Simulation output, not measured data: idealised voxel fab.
The name of this process module is voxel double patterning.
Cross-section cut spans 240 nm and uses square cells 5 nm in size.
Notation: cross-section as square-cell grid; stated in bands, top first, going down; one or more cell rows per band. Band: top height; bottom height; in nm. Then, left to right: material with width in nm, for each material. "edge to edge": a single material spanning edge to edge. "empty": empty space. The level at which height equals 0 is the one under which the wafer, as it arrives, is entirely one material. No lower edge exists for the bottom band, which continues downward and is notated as in "0..down". Width spec "30..40" -> top row of cells at first value, bottom row at second value, equal per-row change in between. "no modification", as given for a step, is the statement that not any cell of the cross-section underwent a change during that step. "Trapped cavities" contains a list of empty spaces, each no smaller than 8 cells and without an open way to the top, written in the form width x height at distance with the distance from the left edge and all three in nm. Heads up: the bit after the settings on a step's line is the simulator's remark on that step. For masked steps, "overlay nm" on the step line gives how far right of plan the mask actually lay; a minus sign means it lay to the left.
-- Steps planned for the process
- 1: RECEIVE,material Si
- 2: CONFORMAL_DEP,material SiO2,thk nm 5
- 3: DIRECTIONAL_DEP,material polySi,thk nm 15
- 4: DIRECTIONAL_DEP,material SiCN,thk nm 5
- 5: MASKED_ETCH,tone open,mask id FIRST,width nm 15,pitch nm 50,etch materials SiCN,depth nm 5,overlay nm 0
- 6: DIRECTIONAL_DEP,material aC,thk nm 10
- 7: PATTERN,tone open,mask id SECOND,material resist,width nm 15,pitch nm 50,thk nm 25,overlay nm 0
- 8: DIRECTIONAL_ETCH,etch materials aC,depth nm 10
- 9: STRIP,etch materials resist
- 10: DIRECTIONAL_ETCH,etch materials SiCN,depth nm 5
- 11: STRIP,etch materials aC
- 12: DIRECTIONAL_ETCH,etch materials polySi,depth nm 15
- 13: STRIP,etch materials SiCN
-- This is the cross-section of the wafer as we received it, i.e. after step 1
0..down: Si edge to edge
Trapped cavities: none
-- Cross-section taken at module completion on the first of two wafers; processed per the plan
20..5: polySi (60) / empty (15) / polySi (10) / empty (15) / polySi (10) / empty (15) / polySi (10) / empty (15) / polySi (10) / empty (15) / polySi (65)
5..0: SiO2 edge to edge
0..down: Si edge to edge
Trapped cavities: none
-- Second wafer of the two, sectioned at the end of the module. It began like the first and followed the same plan, but one mistake was made while running it
20..5: polySi (55) / empty (15) / polySi (15) / empty (15) / polySi (5) / empty (15) / polySi (15) / empty (15) / polySi (5) / empty (15) / polySi (70)
5..0: SiO2 edge to edge
0..down: Si edge to edge
Trapped cavities: none
Error vs. plan: step 5 off recipe, ran as MASKED_ETCH,tone open,mask id FIRST,width nm 15,pitch nm 50,etch materials SiCN,depth nm 5,overlay nm -5
In the final comparison it is observed that the number of cells assigned to each material is identical for the two wafers, whereas their placement is not.
